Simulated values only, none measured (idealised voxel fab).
The process module that follows is named voxel ribs on slabs.
The cross-section on display is named cut; it measures 170 nm wide, and its cells are 5 nm squares.
How to read a cross-section here: the picture is a grid of square cells, written as bands going from the top down, and any band can span one or more rows of cells.
The band entry comprises the height of the band's top followed by the height of its bottom, expressed in nm, and subsequently the band's materials from left to right, each stated together with its width in nm. Where a single material is marked with the word "all across", that material fills the band from edge to edge. The word "empty" represents empty space.
Height is counted from the level 0, under which the received wafer is composed throughout of one material. The lowest of the bands is not closed at the bottom but continues downward, in the notation "0 -> down".
Read "30..40" as a graded width: first number on top, second number at the bottom, same change between each pair of neighbouring rows.
No cell of the cross-section changed in a step that is given as "remained unchanged".
This entry, "Trapped voids", enumerates those empty regions of no fewer than 8 cells that possess no open connection to the top. Each region is reported in the form width x height at distance, the distance being taken from the left edge, with all three quantities expressed in nm.
On a step's line, text after the settings is the simulator commenting on that step.
The line of a step may include "overlay nm". On a step with a mask, this value is how far to the right of its planned place the mask lay. A negative value means the mask lay to the left.

Process steps - plan:
- 1: RECEIVE: material Si
- 2: DIRECTIONAL_DEP: material SiO2, thk nm 30
- 3: DIRECTIONAL_DEP: material SiN, thk nm 15
- 4: PATTERN: tone cover, mask id RIB, material resist, width nm 30, thk nm 20, overlay nm 0
- 5: DIRECTIONAL_ETCH: etch materials SiN, depth nm 10
- 6: STRIP: etch materials resist
- 7: DIRECTIONAL_DEP: material aC, thk nm 10
- 8: PATTERN: tone cover, mask id SLAB, material resist, width nm 60, thk nm 25, overlay nm 0
- 9: DIRECTIONAL_ETCH: etch materials aC, depth nm 10
- 10: STRIP: etch materials resist
- 11: DIRECTIONAL_ETCH: etch materials SiN, depth nm 5
- 12: STRIP: etch materials aC
- 13: FILL_DEP: material SiO2, thk nm 30
- 14: CMP: height nm 65
- 15: DIRECTIONAL_DEP: material W, thk nm 5
- 16: PATTERN: tone cover, mask id HEATER, material resist, width nm 40, thk nm 20, overlay nm 0
- 17: DIRECTIONAL_ETCH: etch materials W, depth nm 5
- 18: STRIP: etch materials resist
- 19: CONFORMAL_DEP: material SiN, thk nm 10

Cross-section: wafer on arrival = after step 1:
  0 -> down: Si all across
  Trapped voids: none

Final wafer profile in cross-section after the module, from the same start and plan as above, with one mistake made during processing:
  80 -> 75: empty (55) | SiN (60) | empty (55)
  75 -> 70: SiN all across
  70 -> 65: SiN (65) | W (40) | SiN (65)
  65 -> 45: SiO2 all across
  45 -> 35: SiO2 (70) | SiN (30) | SiO2 (70)
  35 -> 30: SiO2 (60) | SiN (60) | SiO2 (50)
  30 -> 0: SiO2 all across
  0 -> down: Si all across
  Trapped voids: none
What was the processing mistake? step 8 did not use the planned setting and instead ran as PATTERN: tone cover, mask id SLAB, material resist, width nm 60, thk nm 25, overlay nm 5
